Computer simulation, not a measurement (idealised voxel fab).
The following is a process module called voxel ribs on slabs.
Square cell edge 5 nm, section width 295 nm, ID cut.
If you're reading a cross-section in this doc, picture square cells in a grid; it comes to you as bands, top ones listed first down to the bottom, and a band can be one or more rows of cells. Read a band's entry like this: the first values are the height of its top and the height of its bottom in nm, and what follows is the sequence of materials from left to right, each with its width in nm. Note that "empty" is empty space, and that a single material marked "all across" reaches across the band from edge to edge. All heights in this document are referenced to 0, defined as the level beneath which the wafer, as received, consists entirely of one material. The lowest band is not bounded below; it extends indefinitely downward and is written in the form "from 0 down". Graded width ("30..40"): value in top row of band = first number; value in bottom row = second number; row-to-row change constant. The designation "stayed the same", where it is given for a processing step, indicates that no cell of the cross-section was altered in the course of that step. Entry "Fully sealed voids". Content: empty spaces with no open connection to the top, size 8 cells or greater. Each: width x height at distance. Distance: from left edge. Unit: nm. Past the settings on a step's line: simulator remark, on that step. On any step carrying a mask, the "overlay nm" setting, if present on the step's line, tells how far right of its planned place the mask lay; negative values point to the left.

List of planned process steps
1,RECEIVE,material Si
2,DIRECTIONAL_DEP,material SiO2,thk nm 20
3,DIRECTIONAL_DEP,material SiN,thk nm 25
4,MASKED_ETCH,tone cover,mask id RIB,width nm 30,etch materials SiN,depth nm 5,overlay nm 0
5,PATTERN,tone cover,mask id SLAB,material resist,width nm 60,thk nm 20,overlay nm 0
6,DIRECTIONAL_ETCH,etch materials SiN,depth nm 20
7,STRIP,etch materials resist
8,FILL_DEP,material SiO2,thk nm 25
9,CMP,height nm 65
10,DIRECTIONAL_DEP,material W,thk nm 5
11,DIRECTIONAL_DEP,material aC,thk nm 10
12,PATTERN,tone cover,mask id HEATER,material resist,width nm 40,thk nm 30,overlay nm 0
13,DIRECTIONAL_ETCH,etch materials aC,depth nm 10
14,STRIP,etch materials resist
15,DIRECTIONAL_ETCH,etch materials W,depth nm 5
16,STRIP,etch materials aC
17,CONFORMAL_DEP,material SiO2,thk nm 5

First of two wafers, processed according to plan

Cross-section of the wafer as it came to us, i.e., already through step 1
    from 0 down = Si all across
    Fully sealed voids: none

State of the wafer after step 2, shown in cross-section
    from 20 to 0 = SiO2 all across
    For the remainder of the cross-section, below 0, there is no change.

State of the wafer after step 3, shown in cross-section
    from 45 to 20 = SiN all across
    For the remainder of the cross-section, below 20, there is no change.

State of the wafer after step 4, shown in cross-section
    from 45 to 40 = empty=130; SiN=30; empty=135
    For the remainder of the cross-section, below 40, there is no change.

State of the wafer after step 5, shown in cross-section
    from 65 to 45 = empty=115; resist=60; empty=120
    from 45 to 40 = empty=115; resist=15; SiN=30; resist=15; empty=120
    For the remainder of the cross-section, below 40, there is no change.

State of the wafer after step 6, shown in cross-section
    from 65 to 45 = empty=115; resist=60; empty=120
    from 45 to 40 = empty=115; resist=15; SiN=30; resist=15; empty=120
    from 40 to 20 = empty=115; SiN=60; empty=120
    For the remainder of the cross-section, below 20, there is no change.

State of the wafer after step 7, shown in cross-section
    from 45 to 40 = empty=130; SiN=30; empty=135
    For the remainder of the cross-section, below 40, there is no change.

State of the wafer after step 8, shown in cross-section
    from 70 to 45 = SiO2 all across
    from 45 to 40 = SiO2=130; SiN=30; SiO2=135
    from 40 to 20 = SiO2=115; SiN=60; SiO2=120
    For the remainder of the cross-section, below 20, there is no change.

State of the wafer after step 9, shown in cross-section
    from 65 to 45 = SiO2 all across
    For the remainder of the cross-section, below 45, there is no change.

State of the wafer after step 10, shown in cross-section
    from 70 to 65 = W all across
    For the remainder of the cross-section, below 65, there is no change.

State of the wafer after step 11, shown in cross-section
    from 80 to 70 = aC all across
    For the remainder of the cross-section, below 70, there is no change.

State of the wafer after step 12, shown in cross-section
    from 110 to 80 = empty=125; resist=40; empty=130
    For the remainder of the cross-section, below 80, there is no change.

State of the wafer after step 13, shown in cross-section
    from 100 to 80 = empty=125; resist=40; empty=130
    from 80 to 70 = empty=125; aC=40; empty=130
    For the remainder of the cross-section, below 70, there is no change.

State of the wafer after step 14, shown in cross-section
    from 80 to 70 = empty=125; aC=40; empty=130
    For the remainder of the cross-section, below 70, there is no change.

State of the wafer after step 15, shown in cross-section
    from 80 to 70 = empty=125; aC=40; empty=130
    from 70 to 65 = empty=125; W=40; empty=130
    For the remainder of the cross-section, below 65, there is no change.

State of the wafer after step 16, shown in cross-section
    from 70 to 65 = empty=125; W=40; empty=130
    For the remainder of the cross-section, below 65, there is no change.

State of the wafer after step 17, shown in cross-section
    from 75 to 70 = empty=120; SiO2=50; empty=125
    from 70 to 65 = SiO2=125; W=40; SiO2=130
    For the remainder of the cross-section, below 65, there is no change.

Wafer two. Identical start, identical plan. One mistake in execution. Identical history through step 1

At the planned end of step 2, the second wafer in cross-section
    from 25 to 0 = SiN all across
    For the remainder of the cross-section, below 0, there is no change.

At the planned end of step 3, the second wafer in cross-section
    from 45 to 25 = SiO2 all across
    For the remainder of the cross-section, below 25, there is no change.

At the planned end of step 4, the second wafer in cross-section: stayed the same

At the planned end of step 5, the second wafer in cross-section
    from 65 to 45 = empty=115; resist=60; empty=120
    For the remainder of the cross-section, below 45, there is no change.

At the planned end of step 6, the second wafer in cross-section: stayed the same

At the planned end of step 7, the second wafer in cross-section
    from 45 to 25 = SiO2 all across
    For the remainder of the cross-section, below 25, there is no change.

At the planned end of step 8, the second wafer in cross-section
    from 70 to 25 = SiO2 all across
    For the remainder of the cross-section, below 25, there is no change.

At the planned end of step 9, the second wafer in cross-section
    from 65 to 25 = SiO2 all across
    For the remainder of the cross-section, below 25, there is no change.

At the planned end of step 10, the second wafer in cross-section
    from 70 to 65 = W all across
    For the remainder of the cross-section, below 65, there is no change.

At the planned end of step 11, the second wafer in cross-section
    from 80 to 70 = aC all across
    For the remainder of the cross-section, below 70, there is no change.

At the planned end of step 12, the second wafer in cross-section
    from 110 to 80 = empty=125; resist=40; empty=130
    For the remainder of the cross-section, below 80, there is no change.

At the planned end of step 13, the second wafer in cross-section
    from 100 to 80 = empty=125; resist=40; empty=130
    from 80 to 70 = empty=125; aC=40; empty=130
    For the remainder of the cross-section, below 70, there is no change.

At the planned end of step 14, the second wafer in cross-section
    from 80 to 70 = empty=125; aC=40; empty=130
    For the remainder of the cross-section, below 70, there is no change.

At the planned end of step 15, the second wafer in cross-section
    from 80 to 70 = empty=125; aC=40; empty=130
    from 70 to 65 = empty=125; W=40; empty=130
    For the remainder of the cross-section, below 65, there is no change.

At the planned end of step 16, the second wafer in cross-section
    from 70 to 65 = empty=125; W=40; empty=130
    For the remainder of the cross-section, below 65, there is no change.

At the planned end of step 17, the second wafer in cross-section
    from 75 to 70 = empty=120; SiO2=50; empty=125
    from 70 to 65 = SiO2=125; W=40; SiO2=130
    For the remainder of the cross-section, below 65, there is no change.
Deviation noted in wafer processing: steps 2 and 3: order swapped relative to plan
End check, counted in cells, second wafer has more or fewer of these materials than the first: 241 more of SiN; 241 fewer of SiO2
